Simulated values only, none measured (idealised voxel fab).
Process module name: voxel released beams
In the cross-section labelled cut, the width is 265 nm and each square cell is 5 nm.
Cross-section = grid of square cells, listed top down in bands; band = one or more rows. It is stipulated that each band's entry specify, in nanometres, the height of the top of the band and then that of its bottom, followed by the materials of the band in left-to-right sequence, each together with its width in nanometres. A single material marked by the word "full width" is understood to fill the band from edge to edge; the word "blank" is understood to denote empty space. Height datum 0, below which the as-received substrate wafer is one material. Lowest band open at the bottom, running downward: "0 nm and below". The expression "30..40" gives the width at the extremes of the band, the first number at its top row of cells and the second at its bottom row, with the width changing by equal amounts from each row to the next in between. "no change occurred" after a step means that no cell of the cross-section changed. The entry titled "Voids lacking openings" provides the empty spaces that have no open way to the top, restricted to those of 8 cells or more. Each is presented as width x height at distance, the distance being measured from the left edge, with all three in nm. If you see something after the settings on a step's line, that's the simulator's own remark about that step. A step line may carry the setting "overlay nm", which, for steps involving a mask, states the distance by which the mask lay to the right of its intended position; negative values denote displacement to the left.

-- The planned process steps are enumerated hereunder
1,RECEIVE | material Si
2,CONFORMAL_DEP | material SiN | thk nm 10
3,DIRECTIONAL_DEP | material SiO2 | thk nm 15
4,DIRECTIONAL_DEP | material aC | thk nm 15
5,PATTERN | tone open | mask id ANCHOR | material resist | width nm 25 | thk nm 35 | overlay nm 0
6,DIRECTIONAL_ETCH | etch materials aC | depth nm 15
7,STRIP | etch materials resist
8,DIRECTIONAL_ETCH | etch materials SiO2 | depth nm 15
9,STRIP | etch materials aC
10,CONFORMAL_DEP | material polySi | thk nm 10
11,PATTERN | tone cover | mask id BEAM | material resist | width nm 70 | thk nm 20 | overlay nm 0
12,DIRECTIONAL_ETCH | etch materials polySi | depth nm 10
13,STRIP | etch materials resist
14,STRIP | etch materials SiO2

-- Step 1 complete: cross-section of the wafer as received
- 0 nm and below = Si full width
- Voids lacking openings: none

-- Cross-section, first of two wafers, end of module, run as planned
- 35 nm to 25 nm = blank: 95  polySi: 15  blank: 5  polySi: 50  blank: 100
- 25 nm to 20 nm = blank: 100  polySi: 10  blank: 5  polySi: 10  blank: 140
- 20 nm to 10 nm = blank: 100  polySi: 25  blank: 140
- 10 nm to 0 nm = SiN full width
- 0 nm and below = Si full width
- Voids lacking openings: none

-- Cross-section, second wafer: same start as the first, same plan as the first, one mistake in running it; taken at the end of the module
- 35 nm to 25 nm = blank: 95  polySi: 40  blank: 130
- 25 nm to 20 nm = blank: 90  polySi: 10  SiO2: 25  polySi: 10  blank: 130
- 20 nm to 10 nm = blank: 90  polySi: 10  SiO2: 25  polySi: 40  blank: 100
- 10 nm to 0 nm = SiN full width
- 0 nm and below = Si full width
- Voids lacking openings: none
Nonconformance to the process plan: step 5 off recipe, ran as PATTERN | tone cover | mask id ANCHOR | material resist | width nm 25 | thk nm 35 | overlay nm 0
Final difference in cells, second wafer against first, listed per material as more or fewer: SiO2: 15 more
